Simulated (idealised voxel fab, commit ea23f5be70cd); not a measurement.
process module | voxel wiring stack
cross-section cut | 235 nm wide | cells 5 nm
A cross-section is a grid of square cells, given in bands from the top down. A band is one or more rows of cells.
Each band's line starts with the height of the band's top and of its bottom, in nm. Then come its materials from left to right, each with its width in nm. One material with "throughout" fills the band from edge to edge. "air" is empty space.
Height 0 is the level under which the wafer as received is all one material. The lowest band goes on downwards, as in "0 down".
A width such as "30 to 40" changes by the same amount from each row of cells to the next, from the band's top row to its bottom row.
"no change" after a step means that no cell of the cross-section changed.
closed voids: empty space of 8 cells or more with no open way to the top, each as width x height at its distance from the left edge, in nm
after a step's settings: what the simulator itself notes on the step
overlay nm, on a step with a mask: how far to the right of its planned place the mask lay; to the left if negative
plan
1 op RECEIVE | material Si
2 op CONFORMAL_DEP | material SiO2 | thk nm 10
3 op CONFORMAL_DEP | material SiN | thk nm 5
4 op DIRECTIONAL_DEP | material lowk | thk nm 25
5 op DIRECTIONAL_DEP | material aC | thk nm 15
6 op PATTERN | tone open | mask id METAL_1 | material resist | width nm 25 | pitch nm 45 | thk nm 30 | overlay nm 0
7 op DIRECTIONAL_ETCH | etch materials aC | depth nm 15
8 op STRIP | etch materials resist
9 op DIRECTIONAL_ETCH | etch materials lowk | depth nm 25
10 op DIRECTIONAL_ETCH | etch materials SiN | depth nm 5
11 op STRIP | etch materials aC
12 op CONFORMAL_DEP | material TiN | thk nm 5
13 op FILL_DEP | material Ru | thk nm 10
14 op CMP | height nm 40
15 op CONFORMAL_DEP | material SiCN | thk nm 5
16 op DIRECTIONAL_DEP | material lowk | thk nm 30
17 op PATTERN | tone open | mask id METAL_2_HOLES | material resist | width nm 15 | pitch nm 90 | thk nm 20 | overlay nm 0
18 op DIRECTIONAL_ETCH | etch materials lowk | depth nm 30
19 op STRIP | etch materials resist
20 op PATTERN | tone open | mask id METAL_2 | material resist | width nm 25 | pitch nm 45 | thk nm 15 | overlay nm 0
21 op DIRECTIONAL_ETCH | etch materials lowk | depth nm 15
22 op DIRECTIONAL_ETCH | etch materials SiCN | depth nm 5
23 op STRIP | etch materials resist
24 op CONFORMAL_DEP | material TiN | thk nm 5
25 op FILL_DEP | material Cu | thk nm 10
26 op CMP | height nm 75
27 op CONFORMAL_DEP | material SiCN | thk nm 5
28 op DIRECTIONAL_DEP | material SiO2 | thk nm 30
29 op MASKED_ETCH | tone open | mask id METAL_3 | width nm 25 | pitch nm 45 | etch materials SiO2 | depth nm 15 | overlay nm 0
30 op PATTERN | tone open | mask id METAL_3_HOLES | material resist | width nm 15 | pitch nm 90 | thk nm 20 | overlay nm 0
31 op DIRECTIONAL_ETCH | etch materials SiO2 | depth nm 15
32 op DIRECTIONAL_ETCH | etch materials SiCN | depth nm 5
33 op STRIP | etch materials resist
34 op CONFORMAL_DEP | material TiN | thk nm 5
35 op FILL_DEP | material Ru | thk nm 5
36 op CMP | height nm 110
37 op CONFORMAL_DEP | material SiN | thk nm 5
as received, after step 1
  0 down: Si throughout
  closed voids: none
a wafer at the end: this start, this plan, one mistake
  115 to 110: SiN throughout
  110 to 100: SiO2 60 | TiN 5 | Ru 15 | TiN 5 | SiO2 20 | TiN 5 | Ru 15 | TiN 5 | SiO2 20 | TiN 5 | Ru 15 | TiN 5 | SiO2 60
  100 to 95: SiO2 60 | TiN 5 | Ru 5 | TiN 15 | SiO2 20 | TiN 25 | SiO2 20 | TiN 5 | Ru 5 | TiN 15 | SiO2 60
  95 to 80: SiO2 60 | TiN 5 | Ru 5 | TiN 5 | SiO2 75 | TiN 5 | Ru 5 | TiN 5 | SiO2 70
  80 to 75: SiCN 60 | TiN 15 | SiCN 75 | TiN 15 | SiCN 70
  75 to 65: lowk 60 | TiN 5 | SiN 15 | TiN 5 | lowk 20 | TiN 5 | SiN 15 | TiN 5 | lowk 20 | TiN 5 | SiN 15 | TiN 5 | lowk 60
  65 to 60: lowk 60 | TiN 5 | SiN 5 | TiN 15 | lowk 20 | TiN 25 | lowk 20 | TiN 5 | SiN 5 | TiN 15 | lowk 60
  60 to 45: lowk 60 | TiN 5 | SiN 5 | TiN 5 | lowk 75 | TiN 5 | SiN 5 | TiN 5 | lowk 70
  45 to 40: SiCN 60 | TiN 15 | SiCN 75 | TiN 15 | SiCN 70
  40 to 15: lowk 60 | TiN 5 | Ru 15 | TiN 5 | lowk 20 | TiN 5 | Ru 15 | TiN 5 | lowk 20 | TiN 5 | Ru 15 | TiN 5 | lowk 60
  15 to 10: SiN 60 | TiN 25 | SiN 20 | TiN 25 | SiN 20 | TiN 25 | SiN 60
  10 to 0: SiO2 throughout
  0 down: Si throughout
  closed voids: none
what went wrong: step 25 ran as: op FILL_DEP | material SiN | thk nm 10
